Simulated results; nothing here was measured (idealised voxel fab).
Presented below is a process module, voxel self aligned vias.
Section cut is 205 nm wide and gridded with 5 nm square cells.
Cross-section spec: square-cell grid; bands listed top down; each band is one or more rows.
Band: top and bottom heights (nm) first, top before bottom; then materials from left to right, widths in nm. "throughout" marks a sole material filling the band edge to edge. "blank" denotes empty space.
Measure heights from 0. That's the level where, below it, the as-received wafer is all one material. The lowest band is bottomless and extends downward; write it as in "top 0, no bottom".
It should be noted that a width expressed as "30->40" varies in equal increments from row to row of cells within the band, taking the value of the first number at the top row and that of the second number at the bottom row.
It should be understood that the words "left unchanged", when stated for a given step, signify that the cross-section underwent no change in any of its cells during that step.
The list in "Trapped voids" covers empty spaces of 8 cells or more that cannot reach the top through any open way, and it gives each as width x height at distance; the distance is from the left edge, and width, height and distance are in nm.
Text after the settings on a step's line: the simulator's own remark on that step.
What "overlay nm" on a step's line means: if the step has a mask, that mask lay this far to the right of its planned place, or, when the value is negative, to the left.

## Set out below are the planned steps of the process
1,RECEIVE with material Si
2,CONFORMAL_DEP with material SiO2, thk nm 15
3,CONFORMAL_DEP with material SiCN, thk nm 5
4,DIRECTIONAL_DEP with material SiO2, thk nm 25
5,MASKED_ETCH with tone open, mask id LINES, width nm 20, pitch nm 70, etch materials SiO2, depth nm 25, overlay nm 0
6,CONFORMAL_DEP with material TiN, thk nm 5
7,FILL_DEP with material W, thk nm 10
8,CMP with height nm 45
9,SELECTIVE_ETCH with etch materials W Ru TiN, depth nm 5
10,FILL_DEP with material SiN, thk nm 5
11,CMP with height nm 45
12,DIRECTIONAL_DEP with material SiO2, thk nm 15
13,PATTERN with tone open, mask id VIAS, material resist, width nm 40, thk nm 20, overlay nm 0
14,DIRECTIONAL_ETCH with etch materials SiO2, depth nm 15
15,DIRECTIONAL_ETCH with etch materials SiN, depth nm 5
16,STRIP with etch materials resist
17,CONFORMAL_DEP with material TiN, thk nm 5
18,FILL_DEP with material W, thk nm 5
19,CMP with height nm 60
20,CONFORMAL_DEP with material SiN, thk nm 5

## First of two wafers - as planned

## Wafer cross-section on receipt, i.e. after step 1
    top 0, no bottom | Si throughout
    Trapped voids: none

## Cross-sectional representation of the wafer at the conclusion of step 2
    top 15, bottom 0 | SiO2 throughout
    For the remainder of the cross-section, below 0, there is no change.

## Cross-sectional representation of the wafer at the conclusion of step 3
    top 20, bottom 15 | SiCN throughout
    For the remainder of the cross-section, below 15, there is no change.

## Cross-sectional representation of the wafer at the conclusion of step 4
    top 45, bottom 20 | SiO2 throughout
    For the remainder of the cross-section, below 20, there is no change.

## Cross-sectional representation of the wafer at the conclusion of step 5
    top 45, bottom 20 | SiO2: 55 / blank: 20 / SiO2: 50 / blank: 20 / SiO2: 60
    For the remainder of the cross-section, below 20, there is no change.

## Cross-sectional representation of the wafer at the conclusion of step 6
    top 50, bottom 45 | TiN: 60 / blank: 10 / TiN: 60 / blank: 10 / TiN: 65
    top 45, bottom 25 | SiO2: 55 / TiN: 5 / blank: 10 / TiN: 5 / SiO2: 50 / TiN: 5 / blank: 10 / TiN: 5 / SiO2: 60
    top 25, bottom 20 | SiO2: 55 / TiN: 20 / SiO2: 50 / TiN: 20 / SiO2: 60
    For the remainder of the cross-section, below 20, there is no change.

## Cross-sectional representation of the wafer at the conclusion of step 7
    top 60, bottom 50 | W throughout
    top 50, bottom 45 | TiN: 60 / W: 10 / TiN: 60 / W: 10 / TiN: 65
    top 45, bottom 25 | SiO2: 55 / TiN: 5 / W: 10 / TiN: 5 / SiO2: 50 / TiN: 5 / W: 10 / TiN: 5 / SiO2: 60
    For the remainder of the cross-section, below 25, there is no change.

## Cross-sectional representation of the wafer at the conclusion of step 8
    top 45, bottom 25 | SiO2: 55 / TiN: 5 / W: 10 / TiN: 5 / SiO2: 50 / TiN: 5 / W: 10 / TiN: 5 / SiO2: 60
    For the remainder of the cross-section, below 25, there is no change.

## Cross-sectional representation of the wafer at the conclusion of step 9
    top 45, bottom 40 | SiO2: 55 / blank: 20 / SiO2: 50 / blank: 20 / SiO2: 60
    For the remainder of the cross-section, below 40, there is no change.

## Cross-sectional representation of the wafer at the conclusion of step 10
    top 50, bottom 45 | SiN throughout
    top 45, bottom 40 | SiO2: 55 / SiN: 20 / SiO2: 50 / SiN: 20 / SiO2: 60
    For the remainder of the cross-section, below 40, there is no change.

## Cross-sectional representation of the wafer at the conclusion of step 11
    top 45, bottom 40 | SiO2: 55 / SiN: 20 / SiO2: 50 / SiN: 20 / SiO2: 60
    For the remainder of the cross-section, below 40, there is no change.

## Cross-sectional representation of the wafer at the conclusion of step 12
    top 60, bottom 45 | SiO2 throughout
    For the remainder of the cross-section, below 45, there is no change.

## Cross-sectional representation of the wafer at the conclusion of step 13
    top 80, bottom 60 | resist: 45 / blank: 40 / resist: 120
    For the remainder of the cross-section, below 60, there is no change.

## Cross-sectional representation of the wafer at the conclusion of step 14
    top 80, bottom 60 | resist: 45 / blank: 40 / resist: 120
    top 60, bottom 45 | SiO2: 45 / blank: 40 / SiO2: 120
    For the remainder of the cross-section, below 45, there is no change.

## Cross-sectional representation of the wafer at the conclusion of step 15
    top 80, bottom 60 | resist: 45 / blank: 40 / resist: 120
    top 60, bottom 45 | SiO2: 45 / blank: 40 / SiO2: 120
    top 45, bottom 40 | SiO2: 55 / blank: 20 / SiO2: 50 / SiN: 20 / SiO2: 60
    For the remainder of the cross-section, below 40, there is no change.

## Cross-sectional representation of the wafer at the conclusion of step 16
    top 60, bottom 45 | SiO2: 45 / blank: 40 / SiO2: 120
    For the remainder of the cross-section, below 45, there is no change.

## Cross-sectional representation of the wafer at the conclusion of step 17
    top 65, bottom 60 | TiN: 50 / blank: 30 / TiN: 125
    top 60, bottom 50 | SiO2: 45 / TiN: 5 / blank: 30 / TiN: 5 / SiO2: 120
    top 50, bottom 45 | SiO2: 45 / TiN: 15 / blank: 10 / TiN: 15 / SiO2: 120
    top 45, bottom 40 | SiO2: 55 / TiN: 20 / SiO2: 50 / SiN: 20 / SiO2: 60
    For the remainder of the cross-section, below 40, there is no change.

## Cross-sectional representation of the wafer at the conclusion of step 18
    top 70, bottom 65 | W throughout
    top 65, bottom 60 | TiN: 50 / W: 30 / TiN: 125
    top 60, bottom 50 | SiO2: 45 / TiN: 5 / W: 30 / TiN: 5 / SiO2: 120
    top 50, bottom 45 | SiO2: 45 / TiN: 15 / W: 10 / TiN: 15 / SiO2: 120
    For the remainder of the cross-section, below 45, there is no change.

## Cross-sectional representation of the wafer at the conclusion of step 19
    top 60, bottom 50 | SiO2: 45 / TiN: 5 / W: 30 / TiN: 5 / SiO2: 120
    For the remainder of the cross-section, below 50, there is no change.

## Cross-sectional representation of the wafer at the conclusion of step 20
    top 65, bottom 60 | SiN throughout
    For the remainder of the cross-section, below 60, there is no change.

## Second wafer - shared start and plan with the first - one error in running - same as the first up to step 2 inclusive

Second wafer: cross-section at the scheduled end of step 3: left unchanged

## Second wafer: cross-section at the scheduled end of step 4
    top 40, bottom 0 | SiO2 throughout
    For the remainder of the cross-section, below 0, there is no change.

## Second wafer: cross-section at the scheduled end of step 5
    top 40, bottom 15 | SiO2: 55 / blank: 20 / SiO2: 50 / blank: 20 / SiO2: 60
    For the remainder of the cross-section, below 15, there is no change.

## Second wafer: cross-section at the scheduled end of step 6
    top 45, bottom 40 | TiN: 60 / blank: 10 / TiN: 60 / blank: 10 / TiN: 65
    top 40, bottom 20 | SiO2: 55 / TiN: 5 / blank: 10 / TiN: 5 / SiO2: 50 / TiN: 5 / blank: 10 / TiN: 5 / SiO2: 60
    top 20, bottom 15 | SiO2: 55 / TiN: 20 / SiO2: 50 / TiN: 20 / SiO2: 60
    For the remainder of the cross-section, below 15, there is no change.

## Second wafer: cross-section at the scheduled end of step 7
    top 55, bottom 45 | W throughout
    top 45, bottom 40 | TiN: 60 / W: 10 / TiN: 60 / W: 10 / TiN: 65
    top 40, bottom 20 | SiO2: 55 / TiN: 5 / W: 10 / TiN: 5 / SiO2: 50 / TiN: 5 / W: 10 / TiN: 5 / SiO2: 60
    For the remainder of the cross-section, below 20, there is no change.

## Second wafer: cross-section at the scheduled end of step 8
    top 45, bottom 40 | TiN: 60 / W: 10 / TiN: 60 / W: 10 / TiN: 65
    For the remainder of the cross-section, below 40, there is no change.

## Second wafer: cross-section at the scheduled end of step 9
    top 40, bottom 20 | SiO2: 55 / TiN: 5 / W: 10 / TiN: 5 / SiO2: 50 / TiN: 5 / W: 10 / TiN: 5 / SiO2: 60
    For the remainder of the cross-section, below 20, there is no change.

## Second wafer: cross-section at the scheduled end of step 10
    top 45, bottom 40 | SiN throughout
    For the remainder of the cross-section, below 40, there is no change.

Second wafer: cross-section at the scheduled end of step 11: left unchanged

## Second wafer: cross-section at the scheduled end of step 12
    top 60, bottom 45 | SiO2 throughout
    For the remainder of the cross-section, below 45, there is no change.

## Second wafer: cross-section at the scheduled end of step 13
    top 80, bottom 60 | resist: 45 / blank: 40 / resist: 120
    For the remainder of the cross-section, below 60, there is no change.

## Second wafer: cross-section at the scheduled end of step 14
    top 80, bottom 60 | resist: 45 / blank: 40 / resist: 120
    top 60, bottom 45 | SiO2: 45 / blank: 40 / SiO2: 120
    For the remainder of the cross-section, below 45, there is no change.

## Second wafer: cross-section at the scheduled end of step 15
    top 80, bottom 60 | resist: 45 / blank: 40 / resist: 120
    top 60, bottom 45 | SiO2: 45 / blank: 40 / SiO2: 120
    top 45, bottom 40 | SiN: 45 / blank: 40 / SiN: 120
    For the remainder of the cross-section, below 40, there is no change.

## Second wafer: cross-section at the scheduled end of step 16
    top 60, bottom 45 | SiO2: 45 / blank: 40 / SiO2: 120
    For the remainder of the cross-section, below 45, there is no change.

## Second wafer: cross-section at the scheduled end of step 17
    top 65, bottom 60 | TiN: 50 / blank: 30 / TiN: 125
    top 60, bottom 45 | SiO2: 45 / TiN: 5 / blank: 30 / TiN: 5 / SiO2: 120
    top 45, bottom 40 | SiN: 45 / TiN: 40 / SiN: 120
    For the remainder of the cross-section, below 40, there is no change.

## Second wafer: cross-section at the scheduled end of step 18
    top 70, bottom 65 | W throughout
    top 65, bottom 60 | TiN: 50 / W: 30 / TiN: 125
    top 60, bottom 45 | SiO2: 45 / TiN: 5 / W: 30 / TiN: 5 / SiO2: 120
    For the remainder of the cross-section, below 45, there is no change.

## Second wafer: cross-section at the scheduled end of step 19
    top 60, bottom 45 | SiO2: 45 / TiN: 5 / W: 30 / TiN: 5 / SiO2: 120
    For the remainder of the cross-section, below 45, there is no change.

## Second wafer: cross-section at the scheduled end of step 20
    top 65, bottom 60 | SiN throughout
    For the remainder of the cross-section, below 60, there is no change.
Want to know what went wrong? plan step 3 skipped
End of process, cell counts, second wafer against first, materials with more or fewer: 41 fewer of SiCN, 29 more of SiN, 4 more of TiN, 8 more of W
